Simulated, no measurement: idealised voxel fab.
process module | voxel ribs on slabs
cross-section cut | 300 nm wide | cells 5 nm
A cross-section is a grid of square cells, given in bands from the top down. A band is one or more rows of cells.
Each band's line starts with the height of the band's top and of its bottom, in nm. Then come its materials from left to right, each with its width in nm. One material with "throughout" fills the band from edge to edge. "air" is empty space.
Height 0 is the level under which the wafer as received is all one material. The lowest band goes on downwards, as in "0 down".
A width such as "30 to 40" changes by the same amount from each row of cells to the next, from the band's top row to its bottom row.
"no change" after a step means that no cell of the cross-section changed.
closed voids: empty space of 8 cells or more with no open way to the top, each as width x height at its distance from the left edge, in nm
after a step's settings: what the simulator itself notes on the step
overlay nm, on a step with a mask: how far to the right of its planned place the mask lay; to the left if negative
plan
1 op RECEIVE | material Si
2 op DIRECTIONAL_DEP | material SiO2 | thk nm 25
3 op DIRECTIONAL_DEP | material SiN | thk nm 15
4 op PATTERN | tone cover | mask id RIB | material resist | width nm 25 | thk nm 20 | overlay nm 0
5 op DIRECTIONAL_ETCH | etch materials SiN | depth nm 5
6 op STRIP | etch materials resist
7 op PATTERN | tone cover | mask id SLAB | material resist | width nm 85 | thk nm 15 | overlay nm 0
8 op DIRECTIONAL_ETCH | etch materials SiN | depth nm 10
9 op STRIP | etch materials resist
10 op FILL_DEP | material SiO2 | thk nm 25
11 op CMP | height nm 60
12 op DIRECTIONAL_DEP | material W | thk nm 5
13 op PATTERN | tone cover | mask id HEATER | material resist | width nm 35 | thk nm 15 | overlay nm 0
14 op DIRECTIONAL_ETCH | etch materials W | depth nm 5
15 op STRIP | etch materials resist
16 op CONFORMAL_DEP | material SiO2 | thk nm 5
as received, after step 1
  0 down: Si throughout
  closed voids: none
first wafer at the end, as planned
  70 to 65: air 125 | SiO2 45 | air 130
  65 to 60: SiO2 130 | W 35 | SiO2 135
  60 to 40: SiO2 throughout
  40 to 35: SiO2 135 | SiN 25 | SiO2 140
  35 to 25: SiO2 105 | SiN 85 | SiO2 110
  25 to 0: SiO2 throughout
  0 down: Si throughout
  closed voids: none
second wafer at the end: like start, like plan, one mistake
  70 to 65: air 125 | SiO2 45 | air 130
  65 to 60: SiO2 130 | W 35 | SiO2 135
  60 to 40: W throughout
  40 to 35: W 135 | SiN 25 | W 140
  35 to 25: W 105 | SiN 85 | W 110
  25 to 0: SiO2 throughout
  0 down: Si throughout
  closed voids: none
what went wrong: step 10 ran as: op FILL_DEP | material W | thk nm 25
at the end the second wafer has, in cells: 381 fewer of SiO2 | 381 more of W
